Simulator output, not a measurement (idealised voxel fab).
Module name: voxel wiring stack (process module)
Each square cell in cross-section cut measures 5 nm, and the section as a whole is 220 nm wide.
When this document writes out a cross-section, it uses a grid of square cells and lists it as bands, beginning at the top and moving down, with a band standing for one or more rows of cells.
Look at the band entry: it leads with the top's height and the bottom's height in nm. Then it lists the materials left to right, with a width in nm for each. The word "throughout" on a single material says that material fills the band edge to edge. The word "blank" is empty space.
Note: height 0 marks the level under which the wafer is uniformly one material as received. Lowest band unbounded below, written "z 0 and below".
A width given as "30..40" starts at the first number in the band's top row and ends at the second number in its bottom row, shifting by an equal amount at every step from row to row.
When a step is marked "changes: none", none of the cells in the cross-section changed during that step.
"Closed void inventory" enumerates empty spaces isolated from the top, with no open way to it, that contain at least 8 cells, giving each as width x height at distance from the left edge, all three in nm.
The remark found on a step's line after its settings is issued by the simulator itself and pertains to that step.
overlay nm: where the mask lay relative to plan, measured to the right, on steps with a mask; negatives go left.

## Intended process steps
step 1: RECEIVE: material Si
step 2: CONFORMAL_DEP: material SiO2, thk nm 15
step 3: CONFORMAL_DEP: material SiN, thk nm 5
step 4: DIRECTIONAL_DEP: material SiO2, thk nm 25
step 5: PATTERN: tone open, mask id METAL_1, material resist, width nm 25, pitch nm 50, thk nm 20, overlay nm 0
step 6: DIRECTIONAL_ETCH: etch materials SiO2, depth nm 25
step 7: DIRECTIONAL_ETCH: etch materials SiN, depth nm 5
step 8: STRIP: etch materials resist
step 9: CONFORMAL_DEP: material TiN, thk nm 5
step 10: FILL_DEP: material W, thk nm 5
step 11: CMP: height nm 45
step 12: CONFORMAL_DEP: material SiCN, thk nm 5
step 13: DIRECTIONAL_DEP: material SiO2, thk nm 10
step 14: PATTERN: tone open, mask id PLUG_1, material resist, width nm 15, pitch nm 50, thk nm 20, overlay nm 0
step 15: DIRECTIONAL_ETCH: etch materials SiO2, depth nm 10
step 16: DIRECTIONAL_ETCH: etch materials SiCN, depth nm 5
step 17: STRIP: etch materials resist
step 18: EPI: material Ru, thk nm 10
step 19: EPI: material Ru, thk nm 5
step 20: DIRECTIONAL_DEP: material TiN, thk nm 5
step 21: DIRECTIONAL_DEP: material Ru, thk nm 25
step 22: PATTERN: tone cover, mask id METAL_2, material resist, width nm 25, pitch nm 50, thk nm 15, overlay nm -15
step 23: DIRECTIONAL_ETCH: etch materials Ru, depth nm 25
step 24: DIRECTIONAL_ETCH: etch materials TiN, depth nm 5
step 25: STRIP: etch materials resist
step 26: FILL_DEP: material SiO2, thk nm 10
step 27: CMP: height nm 90
step 28: CONFORMAL_DEP: material SiN, thk nm 5
The overlay nm used in step 22 is not the same on every wafer, whereas the starting condition is; the value printed in the plan is the first wafer's.

## Cross-sectional view of the first of several wafers in the as-received condition, corresponding to the state following step 1
* z 0 and below | Si throughout
* Closed void inventory: none

## The figure below presents a cross-section of the first of several wafers at the conclusion of the module, following its last step, step 28
* z 95 to 90 | SiN throughout
* z 90 to 65 | SiO2=55, Ru=25, SiO2=25, Ru=25, SiO2=90
* z 65 to 60 | SiO2=55, TiN=25, SiO2=25, TiN=25, SiO2=90
* z 60 to 50 | SiO2=70, Ru=15, SiO2=35, Ru=15, SiO2=85
* z 50 to 45 | SiCN=70, Ru=15, SiCN=35, Ru=15, SiCN=85
* z 45 to 20 | SiO2=70, TiN=5, W=15, TiN=5, SiO2=25, TiN=5, W=15, TiN=5, SiO2=75
* z 20 to 15 | SiN=70, TiN=25, SiN=25, TiN=25, SiN=75
* z 15 to 0 | SiO2 throughout
* z 0 and below | Si throughout
* Closed void inventory: none

## Last wafer, end of module, cross-section
* z 95 to 90 | SiN throughout
* z 90 to 65 | SiO2=85, Ru=25, SiO2=25, Ru=25, SiO2=60
* z 65 to 60 | SiO2=85, TiN=25, SiO2=25, TiN=25, SiO2=60
* z 60 to 50 | SiO2=70, Ru=15, SiO2=35, Ru=15, SiO2=85
* z 50 to 45 | SiCN=70, Ru=15, SiCN=35, Ru=15, SiCN=85
* z 45 to 20 | SiO2=70, TiN=5, W=15, TiN=5, SiO2=25, TiN=5, W=15, TiN=5, SiO2=75
* z 20 to 15 | SiN=70, TiN=25, SiN=25, TiN=25, SiN=75
* z 15 to 0 | SiO2 throughout
* z 0 and below | Si throughout
* Closed void inventory: none

## For your reference, the table is organized with a row per wafer; each row reflects the wafer at the end of the module, indicating for each material the cells gained (+) or lost (-) since receipt, and thereafter its closed voids
overlay nm -15 | +68 Ru | +38 SiCN | +78 SiN | +582 SiO2 | +40 TiN | +30 W | Closed void inventory: none
overlay nm -10 | +68 Ru | +38 SiCN | +78 SiN | +582 SiO2 | +40 TiN | +30 W | Closed void inventory: none
overlay nm -5 | +68 Ru | +38 SiCN | +78 SiN | +582 SiO2 | +40 TiN | +30 W | Closed void inventory: none
overlay nm 0 | +68 Ru | +38 SiCN | +78 SiN | +582 SiO2 | +40 TiN | +30 W | Closed void inventory: none
overlay nm 5 | +68 Ru | +38 SiCN | +78 SiN | +582 SiO2 | +40 TiN | +30 W | Closed void inventory: none
overlay nm 10 | +68 Ru | +38 SiCN | +78 SiN | +582 SiO2 | +40 TiN | +30 W | Closed void inventory: none
overlay nm 15 | +68 Ru | +38 SiCN | +78 SiN | +582 SiO2 | +40 TiN | +30 W | Closed void inventory: none
